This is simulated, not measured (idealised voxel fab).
The following process module bears the name voxel wiring stack.
The cross-section shown here is cut; it is 175 nm wide and divided into square cells measuring 5 nm on a side.
The cross-sections in this document take the form of a grid made of square cells. They are written out as bands, in order from top to bottom. Each band consists of one or more rows of cells.
Band: top height; bottom height; in nm. Then, left to right: material with width in nm, for each material. "throughout": a single material spanning edge to edge. "empty": empty space.
Heights are reckoned from 0. Under this level, the received wafer is all of one material. The bottommost band is open-ended downward, for example "0 -> down".
Read "30..40" as a graded width: first number on top, second number at the bottom, same change between each pair of neighbouring rows.
"left unchanged", as given for a step, is the statement that not any cell of the cross-section underwent a change during that step.
"Sealed void listing" lists enclosed empty spaces (at least 8 cells, no open path upward to the top), each as width x height at distance from the left edge, in nm.
It should be noted that, on the line of a given step, the content following the step's settings is a remark produced by the simulator itself with respect to that step.
"overlay nm" on a masked step: distance the mask lay right of its planned place, negative for left.

**The process steps that were planned are listed below**
1. RECEIVE, material Si
2. CONFORMAL_DEP, material SiO2, thk nm 15
3. DIRECTIONAL_DEP, material TiN, thk nm 5
4. DIRECTIONAL_DEP, material Ru, thk nm 25
5. DIRECTIONAL_DEP, material aC, thk nm 15
6. PATTERN, tone cover, mask id METAL_1, material resist, width nm 30, pitch nm 50, thk nm 30, overlay nm 0
7. DIRECTIONAL_ETCH, etch materials aC, depth nm 15
8. STRIP, etch materials resist
9. DIRECTIONAL_ETCH, etch materials Ru, depth nm 25
10. DIRECTIONAL_ETCH, etch materials TiN, depth nm 5
11. STRIP, etch materials aC
12. FILL_DEP, material lowk, thk nm 10
13. CMP, height nm 45
14. CONFORMAL_DEP, material SiCN, thk nm 5
15. DIRECTIONAL_DEP, material SiO2, thk nm 30
16. MASKED_ETCH, tone open, mask id METAL_2, width nm 30, pitch nm 50, etch materials SiO2, depth nm 15, overlay nm 0
17. PATTERN, tone open, mask id METAL_2_HOLES, material resist, width nm 15, pitch nm 50, thk nm 20, overlay nm 0
18. DIRECTIONAL_ETCH, etch materials SiO2, depth nm 15
19. DIRECTIONAL_ETCH, etch materials SiCN, depth nm 5
20. STRIP, etch materials resist
21. CONFORMAL_DEP, material TiN, thk nm 5
22. FILL_DEP, material Ru, thk nm 10
23. CMP, height nm 80
24. CONFORMAL_DEP, material SiCN, thk nm 5
25. DIRECTIONAL_DEP, material lowk, thk nm 10
26. PATTERN, tone open, mask id PLUG_2, material resist, width nm 15, thk nm 20, overlay nm 0
27. DIRECTIONAL_ETCH, etch materials lowk, depth nm 10
28. DIRECTIONAL_ETCH, etch materials SiCN, depth nm 5
29. STRIP, etch materials resist
30. EPI, material Ru, thk nm 10
31. EPI, material Ru, thk nm 5
32. DIRECTIONAL_DEP, material TiN, thk nm 5
33. DIRECTIONAL_DEP, material Ru, thk nm 20
34. DIRECTIONAL_DEP, material aC, thk nm 10
35. PATTERN, tone cover, mask id METAL_3, material resist, width nm 30, pitch nm 50, thk nm 30, overlay nm 0
36. DIRECTIONAL_ETCH, etch materials aC, depth nm 10
37. STRIP, etch materials resist
38. DIRECTIONAL_ETCH, etch materials Ru, depth nm 20
39. DIRECTIONAL_ETCH, etch materials TiN, depth nm 5
40. STRIP, etch materials aC
41. FILL_DEP, material lowk, thk nm 5
42. CMP, height nm 120
43. CONFORMAL_DEP, material SiCN, thk nm 5

**First wafer of two (run as planned)**

**Wafer cross-section on receipt, i.e. after step 1**
* 0 -> down: Si throughout
* Sealed void listing: none

**The wafer, seen in cross-section, after step 2**
* 15 -> 0: SiO2 throughout
* Nothing below the height 0 has changed.

**The wafer, seen in cross-section, after step 3**
* 20 -> 15: TiN throughout
* Nothing below the height 15 has changed.

**The wafer, seen in cross-section, after step 4**
* 45 -> 20: Ru throughout
* Nothing below the height 20 has changed.

**The wafer, seen in cross-section, after step 5**
* 60 -> 45: aC throughout
* Nothing below the height 45 has changed.

**The wafer, seen in cross-section, after step 6**
* 90 -> 60: empty 45  resist 30  empty 20  resist 30  empty 50
* Nothing below the height 60 has changed.

**The wafer, seen in cross-section, after step 7**
* 75 -> 60: empty 45  resist 30  empty 20  resist 30  empty 50
* 60 -> 45: empty 45  aC 30  empty 20  aC 30  empty 50
* Nothing below the height 45 has changed.

**The wafer, seen in cross-section, after step 8**
* 60 -> 45: empty 45  aC 30  empty 20  aC 30  empty 50
* Nothing below the height 45 has changed.

**The wafer, seen in cross-section, after step 9**
* 60 -> 45: empty 45  aC 30  empty 20  aC 30  empty 50
* 45 -> 20: empty 45  Ru 30  empty 20  Ru 30  empty 50
* Nothing below the height 20 has changed.

**The wafer, seen in cross-section, after step 10**
* 60 -> 45: empty 45  aC 30  empty 20  aC 30  empty 50
* 45 -> 20: empty 45  Ru 30  empty 20  Ru 30  empty 50
* 20 -> 15: empty 45  TiN 30  empty 20  TiN 30  empty 50
* Nothing below the height 15 has changed.

**The wafer, seen in cross-section, after step 11**
* 45 -> 20: empty 45  Ru 30  empty 20  Ru 30  empty 50
* Nothing below the height 20 has changed.

**The wafer, seen in cross-section, after step 12**
* 55 -> 45: lowk throughout
* 45 -> 20: lowk 45  Ru 30  lowk 20  Ru 30  lowk 50
* 20 -> 15: lowk 45  TiN 30  lowk 20  TiN 30  lowk 50
* Nothing below the height 15 has changed.

**The wafer, seen in cross-section, after step 13**
* 45 -> 20: lowk 45  Ru 30  lowk 20  Ru 30  lowk 50
* Nothing below the height 20 has changed.

**The wafer, seen in cross-section, after step 14**
* 50 -> 45: SiCN throughout
* Nothing below the height 45 has changed.

**The wafer, seen in cross-section, after step 15**
* 80 -> 50: SiO2 throughout
* Nothing below the height 50 has changed.

**The wafer, seen in cross-section, after step 16**
* 80 -> 65: SiO2 45  empty 30  SiO2 20  empty 30  SiO2 50
* Nothing below the height 65 has changed.

**The wafer, seen in cross-section, after step 17**
* 100 -> 80: resist 45  empty 15  resist 35  empty 15  resist 65
* 80 -> 65: SiO2 45  empty 15  resist 15  SiO2 20  empty 15  resist 15  SiO2 50
* Nothing below the height 65 has changed.

**The wafer, seen in cross-section, after step 18**
* 100 -> 80: resist 45  empty 15  resist 35  empty 15  resist 65
* 80 -> 65: SiO2 45  empty 15  resist 15  SiO2 20  empty 15  resist 15  SiO2 50
* 65 -> 50: SiO2 45  empty 15  SiO2 35  empty 15  SiO2 65
* Nothing below the height 50 has changed.

**The wafer, seen in cross-section, after step 19**
* 100 -> 80: resist 45  empty 15  resist 35  empty 15  resist 65
* 80 -> 65: SiO2 45  empty 15  resist 15  SiO2 20  empty 15  resist 15  SiO2 50
* 65 -> 50: SiO2 45  empty 15  SiO2 35  empty 15  SiO2 65
* 50 -> 45: SiCN 45  empty 15  SiCN 35  empty 15  SiCN 65
* Nothing below the height 45 has changed.

**The wafer, seen in cross-section, after step 20**
* 80 -> 65: SiO2 45  empty 30  SiO2 20  empty 30  SiO2 50
* Nothing below the height 65 has changed.

**The wafer, seen in cross-section, after step 21**
* 85 -> 80: TiN 50  empty 20  TiN 30  empty 20  TiN 55
* 80 -> 70: SiO2 45  TiN 5  empty 20  TiN 5  SiO2 20  TiN 5  empty 20  TiN 5  SiO2 50
* 70 -> 65: SiO2 45  TiN 5  empty 5  TiN 20  SiO2 20  TiN 5  empty 5  TiN 20  SiO2 50
* 65 -> 50: SiO2 45  TiN 5  empty 5  TiN 5  SiO2 35  TiN 5  empty 5  TiN 5  SiO2 65
* 50 -> 45: SiCN 45  TiN 15  SiCN 35  TiN 15  SiCN 65
* Nothing below the height 45 has changed.

**The wafer, seen in cross-section, after step 22**
* 95 -> 85: Ru throughout
* 85 -> 80: TiN 50  Ru 20  TiN 30  Ru 20  TiN 55
* 80 -> 70: SiO2 45  TiN 5  Ru 20  TiN 5  SiO2 20  TiN 5  Ru 20  TiN 5  SiO2 50
* 70 -> 65: SiO2 45  TiN 5  Ru 5  TiN 20  SiO2 20  TiN 5  Ru 5  TiN 20  SiO2 50
* 65 -> 50: SiO2 45  TiN 5  Ru 5  TiN 5  SiO2 35  TiN 5  Ru 5  TiN 5  SiO2 65
* Nothing below the height 50 has changed.

**The wafer, seen in cross-section, after step 23**
* 80 -> 70: SiO2 45  TiN 5  Ru 20  TiN 5  SiO2 20  TiN 5  Ru 20  TiN 5  SiO2 50
* Nothing below the height 70 has changed.

**The wafer, seen in cross-section, after step 24**
* 85 -> 80: SiCN throughout
* Nothing below the height 80 has changed.

**The wafer, seen in cross-section, after step 25**
* 95 -> 85: lowk throughout
* Nothing below the height 85 has changed.

**The wafer, seen in cross-section, after step 26**
* 115 -> 95: resist 45  empty 15  resist 115
* Nothing below the height 95 has changed.

**The wafer, seen in cross-section, after step 27**
* 115 -> 95: resist 45  empty 15  resist 115
* 95 -> 85: lowk 45  empty 15  lowk 115
* Nothing below the height 85 has changed.

**The wafer, seen in cross-section, after step 28**
* 115 -> 95: resist 45  empty 15  resist 115
* 95 -> 85: lowk 45  empty 15  lowk 115
* 85 -> 80: SiCN 45  empty 15  SiCN 115
* Nothing below the height 80 has changed.

**The wafer, seen in cross-section, after step 29**
* 95 -> 85: lowk 45  empty 15  lowk 115
* Nothing below the height 85 has changed.

**The wafer, seen in cross-section, after step 30**
* 95 -> 90: lowk 45  empty 15  lowk 115
* 90 -> 85: lowk 45  Ru 15  lowk 115
* 85 -> 80: SiCN 45  Ru 15  SiCN 115
* Nothing below the height 80 has changed.

**The wafer, seen in cross-section, after step 31**
* 95 -> 85: lowk 45  Ru 15  lowk 115
* Nothing below the height 85 has changed.

**The wafer, seen in cross-section, after step 32**
* 100 -> 95: TiN throughout
* Nothing below the height 95 has changed.

**The wafer, seen in cross-section, after step 33**
* 120 -> 100: Ru throughout
* Nothing below the height 100 has changed.

**The wafer, seen in cross-section, after step 34**
* 130 -> 120: aC throughout
* Nothing below the height 120 has changed.

**The wafer, seen in cross-section, after step 35**
* 160 -> 130: empty 45  resist 30  empty 20  resist 30  empty 50
* Nothing below the height 130 has changed.

**The wafer, seen in cross-section, after step 36**
* 150 -> 130: empty 45  resist 30  empty 20  resist 30  empty 50
* 130 -> 120: empty 45  aC 30  empty 20  aC 30  empty 50
* Nothing below the height 120 has changed.

**The wafer, seen in cross-section, after step 37**
* 130 -> 120: empty 45  aC 30  empty 20  aC 30  empty 50
* Nothing below the height 120 has changed.

**The wafer, seen in cross-section, after step 38**
* 130 -> 120: empty 45  aC 30  empty 20  aC 30  empty 50
* 120 -> 100: empty 45  Ru 30  empty 20  Ru 30  empty 50
* Nothing below the height 100 has changed.

**The wafer, seen in cross-section, after step 39**
* 130 -> 120: empty 45  aC 30  empty 20  aC 30  empty 50
* 120 -> 100: empty 45  Ru 30  empty 20  Ru 30  empty 50
* 100 -> 95: empty 45  TiN 30  empty 20  TiN 30  empty 50
* Nothing below the height 95 has changed.

**The wafer, seen in cross-section, after step 40**
* 120 -> 100: empty 45  Ru 30  empty 20  Ru 30  empty 50
* Nothing below the height 100 has changed.

**The wafer, seen in cross-section, after step 41**
* 125 -> 120: lowk throughout
* 120 -> 100: lowk 45  Ru 30  lowk 20  Ru 30  lowk 50
* 100 -> 95: lowk 45  TiN 30  lowk 20  TiN 30  lowk 50
* Nothing below the height 95 has changed.

**The wafer, seen in cross-section, after step 42**
* 120 -> 100: lowk 45  Ru 30  lowk 20  Ru 30  lowk 50
* Nothing below the height 100 has changed.

**The wafer, seen in cross-section, after step 43**
* 125 -> 120: SiCN throughout
* Nothing below the height 120 has changed.

**The Second Wafer: Common Origin and Plan, One Mistake in Execution, Identical to the First Through Step 5**

**Second wafer, sectioned view, at step 6's planned end time**
* 90 -> 60: empty 40  resist 30  empty 20  resist 30  empty 55
* Nothing below the height 60 has changed.

**Second wafer, sectioned view, at step 7's planned end time**
* 75 -> 60: empty 40  resist 30  empty 20  resist 30  empty 55
* 60 -> 45: empty 40  aC 30  empty 20  aC 30  empty 55
* Nothing below the height 45 has changed.

**Second wafer, sectioned view, at step 8's planned end time**
* 60 -> 45: empty 40  aC 30  empty 20  aC 30  empty 55
* Nothing below the height 45 has changed.

**Second wafer, sectioned view, at step 9's planned end time**
* 60 -> 45: empty 40  aC 30  empty 20  aC 30  empty 55
* 45 -> 20: empty 40  Ru 30  empty 20  Ru 30  empty 55
* Nothing below the height 20 has changed.

**Second wafer, sectioned view, at step 10's planned end time**
* 60 -> 45: empty 40  aC 30  empty 20  aC 30  empty 55
* 45 -> 20: empty 40  Ru 30  empty 20  Ru 30  empty 55
* 20 -> 15: empty 40  TiN 30  empty 20  TiN 30  empty 55
* Nothing below the height 15 has changed.

**Second wafer, sectioned view, at step 11's planned end time**
* 45 -> 20: empty 40  Ru 30  empty 20  Ru 30  empty 55
* Nothing below the height 20 has changed.

**Second wafer, sectioned view, at step 12's planned end time**
* 55 -> 45: lowk throughout
* 45 -> 20: lowk 40  Ru 30  lowk 20  Ru 30  lowk 55
* 20 -> 15: lowk 40  TiN 30  lowk 20  TiN 30  lowk 55
* Nothing below the height 15 has changed.

**Second wafer, sectioned view, at step 13's planned end time**
* 45 -> 20: lowk 40  Ru 30  lowk 20  Ru 30  lowk 55
* Nothing below the height 20 has changed.

**Second wafer, sectioned view, at step 14's planned end time**
* 50 -> 45: SiCN throughout
* Nothing below the height 45 has changed.

**Second wafer, sectioned view, at step 15's planned end time**
* 80 -> 50: SiO2 throughout
* Nothing below the height 50 has changed.

**Second wafer, sectioned view, at step 16's planned end time**
* 80 -> 65: SiO2 45  empty 30  SiO2 20  empty 30  SiO2 50
* Nothing below the height 65 has changed.

**Second wafer, sectioned view, at step 17's planned end time**
* 100 -> 80: resist 45  empty 15  resist 35  empty 15  resist 65
* 80 -> 65: SiO2 45  empty 15  resist 15  SiO2 20  empty 15  resist 15  SiO2 50
* Nothing below the height 65 has changed.

**Second wafer, sectioned view, at step 18's planned end time**
* 100 -> 80: resist 45  empty 15  resist 35  empty 15  resist 65
* 80 -> 65: SiO2 45  empty 15  resist 15  SiO2 20  empty 15  resist 15  SiO2 50
* 65 -> 50: SiO2 45  empty 15  SiO2 35  empty 15  SiO2 65
* Nothing below the height 50 has changed.

**Second wafer, sectioned view, at step 19's planned end time**
* 100 -> 80: resist 45  empty 15  resist 35  empty 15  resist 65
* 80 -> 65: SiO2 45  empty 15  resist 15  SiO2 20  empty 15  resist 15  SiO2 50
* 65 -> 50: SiO2 45  empty 15  SiO2 35  empty 15  SiO2 65
* 50 -> 45: SiCN 45  empty 15  SiCN 35  empty 15  SiCN 65
* Nothing below the height 45 has changed.

**Second wafer, sectioned view, at step 20's planned end time**
* 80 -> 65: SiO2 45  empty 30  SiO2 20  empty 30  SiO2 50
* Nothing below the height 65 has changed.

**Second wafer, sectioned view, at step 21's planned end time**
* 85 -> 80: TiN 50  empty 20  TiN 30  empty 20  TiN 55
* 80 -> 70: SiO2 45  TiN 5  empty 20  TiN 5  SiO2 20  TiN 5  empty 20  TiN 5  SiO2 50
* 70 -> 65: SiO2 45  TiN 5  empty 5  TiN 20  SiO2 20  TiN 5  empty 5  TiN 20  SiO2 50
* 65 -> 50: SiO2 45  TiN 5  empty 5  TiN 5  SiO2 35  TiN 5  empty 5  TiN 5  SiO2 65
* 50 -> 45: SiCN 45  TiN 15  SiCN 35  TiN 15  SiCN 65
* Nothing below the height 45 has changed.

**Second wafer, sectioned view, at step 22's planned end time**
* 95 -> 85: Ru throughout
* 85 -> 80: TiN 50  Ru 20  TiN 30  Ru 20  TiN 55
* 80 -> 70: SiO2 45  TiN 5  Ru 20  TiN 5  SiO2 20  TiN 5  Ru 20  TiN 5  SiO2 50
* 70 -> 65: SiO2 45  TiN 5  Ru 5  TiN 20  SiO2 20  TiN 5  Ru 5  TiN 20  SiO2 50
* 65 -> 50: SiO2 45  TiN 5  Ru 5  TiN 5  SiO2 35  TiN 5  Ru 5  TiN 5  SiO2 65
* Nothing below the height 50 has changed.

**Second wafer, sectioned view, at step 23's planned end time**
* 80 -> 70: SiO2 45  TiN 5  Ru 20  TiN 5  SiO2 20  TiN 5  Ru 20  TiN 5  SiO2 50
* Nothing below the height 70 has changed.

**Second wafer, sectioned view, at step 24's planned end time**
* 85 -> 80: SiCN throughout
* Nothing below the height 80 has changed.

**Second wafer, sectioned view, at step 25's planned end time**
* 95 -> 85: lowk throughout
* Nothing below the height 85 has changed.

**Second wafer, sectioned view, at step 26's planned end time**
* 115 -> 95: resist 45  empty 15  resist 115
* Nothing below the height 95 has changed.

**Second wafer, sectioned view, at step 27's planned end time**
* 115 -> 95: resist 45  empty 15  resist 115
* 95 -> 85: lowk 45  empty 15  lowk 115
* Nothing below the height 85 has changed.

**Second wafer, sectioned view, at step 28's planned end time**
* 115 -> 95: resist 45  empty 15  resist 115
* 95 -> 85: lowk 45  empty 15  lowk 115
* 85 -> 80: SiCN 45  empty 15  SiCN 115
* Nothing below the height 80 has changed.

**Second wafer, sectioned view, at step 29's planned end time**
* 95 -> 85: lowk 45  empty 15  lowk 115
* Nothing below the height 85 has changed.

**Second wafer, sectioned view, at step 30's planned end time**
* 95 -> 90: lowk 45  empty 15  lowk 115
* 90 -> 85: lowk 45  Ru 15  lowk 115
* 85 -> 80: SiCN 45  Ru 15  SiCN 115
* Nothing below the height 80 has changed.

**Second wafer, sectioned view, at step 31's planned end time**
* 95 -> 85: lowk 45  Ru 15  lowk 115
* Nothing below the height 85 has changed.

**Second wafer, sectioned view, at step 32's planned end time**
* 100 -> 95: TiN throughout
* Nothing below the height 95 has changed.

**Second wafer, sectioned view, at step 33's planned end time**
* 120 -> 100: Ru throughout
* Nothing below the height 100 has changed.

**Second wafer, sectioned view, at step 34's planned end time**
* 130 -> 120: aC throughout
* Nothing below the height 120 has changed.

**Second wafer, sectioned view, at step 35's planned end time**
* 160 -> 130: empty 45  resist 30  empty 20  resist 30  empty 50
* Nothing below the height 130 has changed.

**Second wafer, sectioned view, at step 36's planned end time**
* 150 -> 130: empty 45  resist 30  empty 20  resist 30  empty 50
* 130 -> 120: empty 45  aC 30  empty 20  aC 30  empty 50
* Nothing below the height 120 has changed.

**Second wafer, sectioned view, at step 37's planned end time**
* 130 -> 120: empty 45  aC 30  empty 20  aC 30  empty 50
* Nothing below the height 120 has changed.

**Second wafer, sectioned view, at step 38's planned end time**
* 130 -> 120: empty 45  aC 30  empty 20  aC 30  empty 50
* 120 -> 100: empty 45  Ru 30  empty 20  Ru 30  empty 50
* Nothing below the height 100 has changed.

**Second wafer, sectioned view, at step 39's planned end time**
* 130 -> 120: empty 45  aC 30  empty 20  aC 30  empty 50
* 120 -> 100: empty 45  Ru 30  empty 20  Ru 30  empty 50
* 100 -> 95: empty 45  TiN 30  empty 20  TiN 30  empty 50
* Nothing below the height 95 has changed.

**Second wafer, sectioned view, at step 40's planned end time**
* 120 -> 100: empty 45  Ru 30  empty 20  Ru 30  empty 50
* Nothing below the height 100 has changed.

**Second wafer, sectioned view, at step 41's planned end time**
* 125 -> 120: lowk throughout
* 120 -> 100: lowk 45  Ru 30  lowk 20  Ru 30  lowk 50
* 100 -> 95: lowk 45  TiN 30  lowk 20  TiN 30  lowk 50
* Nothing below the height 95 has changed.

**Second wafer, sectioned view, at step 42's planned end time**
* 120 -> 100: lowk 45  Ru 30  lowk 20  Ru 30  lowk 50
* Nothing below the height 100 has changed.

**Second wafer, sectioned view, at step 43's planned end time**
* 125 -> 120: SiCN throughout
* Nothing below the height 120 has changed.
Plan not followed: step 6 ran differently from the plan; actual operation with settings: PATTERN, tone cover, mask id METAL_1, material resist, width nm 30, pitch nm 50, thk nm 30, overlay nm -5
Matching per-material cell counts, mismatched positions: that is how the second wafer compares with the first at the end.
